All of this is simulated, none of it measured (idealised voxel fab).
Documented hereafter: the process module known as voxel double patterning.
Section shown: cut. Width: 235 nm. Cell size: 5 nm, square.
A cross-section is written here as square cells arranged in a grid, and it is given in bands from the top down, each band taking up one or more rows of cells.
Quick guide to a band line: top height, bottom height (nm) up front; then every material left to right with its width in nm. Only one material and it's marked "full width"? Then it fills the band edge to edge. And "blank" just means empty space.
Height datum 0, below which the as-received substrate wafer is one material. Lowest band open at the bottom, running downward: "top 0, no bottom".
The expression "30..40" gives the width at the extremes of the band, the first number at its top row of cells and the second at its bottom row, with the width changing by equal amounts from each row to the next in between.
What does "identical to before" mean for a step? It means no cell of the cross-section changed in that step.
Any empty space of 8 cells or more lacking an open way to the top shows up in "Voids lacking openings" as width x height at distance, distance from the left edge, in nm.
Text after the settings on a step's line: the simulator's own remark on that step.
"overlay nm" answers the question of how far to the right of plan the mask lay on a step that has a mask, and when it is negative the answer is to the left.

PROCESS STEPS (PLANNED)
1: RECEIVE: material Si
2: CONFORMAL_DEP: material SiO2, thk nm 5
3: DIRECTIONAL_DEP: material W, thk nm 15
4: DIRECTIONAL_DEP: material SiCN, thk nm 10
5: PATTERN: tone open, mask id FIRST, material resist, width nm 15, pitch nm 50, thk nm 20, overlay nm 0
6: DIRECTIONAL_ETCH: etch materials SiCN, depth nm 10
7: STRIP: etch materials resist
8: MASKED_ETCH: tone open, mask id SECOND, width nm 15, pitch nm 50, etch materials SiCN, depth nm 10, overlay nm 0
9: DIRECTIONAL_ETCH: etch materials W, depth nm 15
10: STRIP: etch materials SiCN

AS RECEIVED (POST STEP 1): CROSS-SECTION
    top 0, no bottom  Si full width
    Voids lacking openings: none

FIRST OF TWO WAFERS: CROSS-SECTION AT END OF MODULE, RUN PER PLAN
    top 20, bottom 5  60 W / 15 blank / 10 W / 15 blank / 10 W / 15 blank / 10 W / 15 blank / 10 W / 15 blank / 60 W
    top 5, bottom 0  SiO2 full width
    top 0, no bottom  Si full width
    Voids lacking openings: none

CROSS-SECTION, SECOND WAFER: SAME START AS THE FIRST, SAME PLAN AS THE FIRST, ONE MISTAKE IN RUNNING IT; TAKEN AT THE END OF THE MODULE
    top 25, bottom 10  60 W / 15 blank / 10 W / 15 blank / 10 W / 15 blank / 10 W / 15 blank / 10 W / 15 blank / 60 W
    top 10, bottom 5  W full width
    top 5, bottom 0  SiO2 full width
    top 0, no bottom  Si full width
    Voids lacking openings: none
Which mistake was made when the wafer was run? step 3 ran as: DIRECTIONAL_DEP: material W, thk nm 20
Upon completion, the second wafer contains, in terms of cells, a greater or smaller amount of certain materials than the first wafer: W +47
